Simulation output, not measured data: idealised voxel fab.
process module | voxel gate over fins
Square cells of 5 nm make up the cross-section cut, whose width is 275 nm.
Reading order for cross-sections: top band down to bottom band. Underlying form: a grid of square cells. Band size: one or more rows of cells.
Quick guide to a band line: top height, bottom height (nm) up front; then every material left to right with its width in nm. Only one material and it's marked "throughout"? Then it fills the band edge to edge. And "empty" just means empty space.
We count height from 0. Below that, the starting wafer is all one material. The lowest band never ends at the bottom but goes on down; see "0 nm and below" for how that is written.
It should be noted that a width expressed as "30..40" varies in equal increments from row to row of cells within the band, taking the value of the first number at the top row and that of the second number at the bottom row.
Any step labelled "left unchanged" changed none of the cells in the cross-section.
Each empty space that has no open way to the top and spans at least 8 cells appears under "Enclosed internal cavities" as width x height at distance, the distance counted from the left edge, all in nm.
Read whatever lies past the settings on a step's line as the simulator's own remark about the step.
overlay nm: for a step with a mask, the amount by which the mask lay right of where it was planned; a negative amount means left of it.

Below is the list of planned process steps
1. RECEIVE,material Si
2. CONFORMAL_DEP,material SiN,thk nm 10
3. MASKED_ETCH,tone cover,mask id FINS,width nm 15,pitch nm 40,etch materials SiN,depth nm 10,overlay nm 0
4. MASKED_ETCH,tone cover,mask id FINS,width nm 15,pitch nm 40,etch materials Si,depth nm 30,overlay nm 0
5. OXIDIZE,depth nm 5
6. FILL_DEP,material SiO2,thk nm 10
7. CMP,height nm 10
8. SELECTIVE_ETCH,etch materials SiO2,depth nm 25
9. STRIP,etch materials SiN
10. CONFORMAL_DEP,material HfO2,thk nm 5
11. CONFORMAL_DEP,material TiN,thk nm 5
12. FILL_DEP,material W,thk nm 10
13. CMP,height nm 15
14. CONFORMAL_DEP,material SiCN,thk nm 10

Wafer at receipt (post step 1), cross-section
> 0 nm and below | Si throughout
> Enclosed internal cavities: none

Final wafer profile in cross-section after the module, from the same start and plan as above, with one mistake made during processing
> 25 nm to 15 nm | SiCN throughout
> 15 nm to 10 nm | W throughout
> 10 nm to 5 nm | TiN: 115; W: 5; TiN: 35; W: 5; TiN: 115
> 5 nm to 0 nm | HfO2: 110; TiN: 15; HfO2: 25; TiN: 15; HfO2: 110
> 0 nm to -5 nm | Si: 105; HfO2: 25; Si: 15; HfO2: 25; Si: 105
> -5 nm and below | Si throughout
> Enclosed internal cavities: none
Where did the run depart from the plan? step 3 was not run as planned; what actually ran was MASKED_ETCH,tone open,mask id FINS,width nm 15,pitch nm 40,etch materials SiN,depth nm 10,overlay nm 0
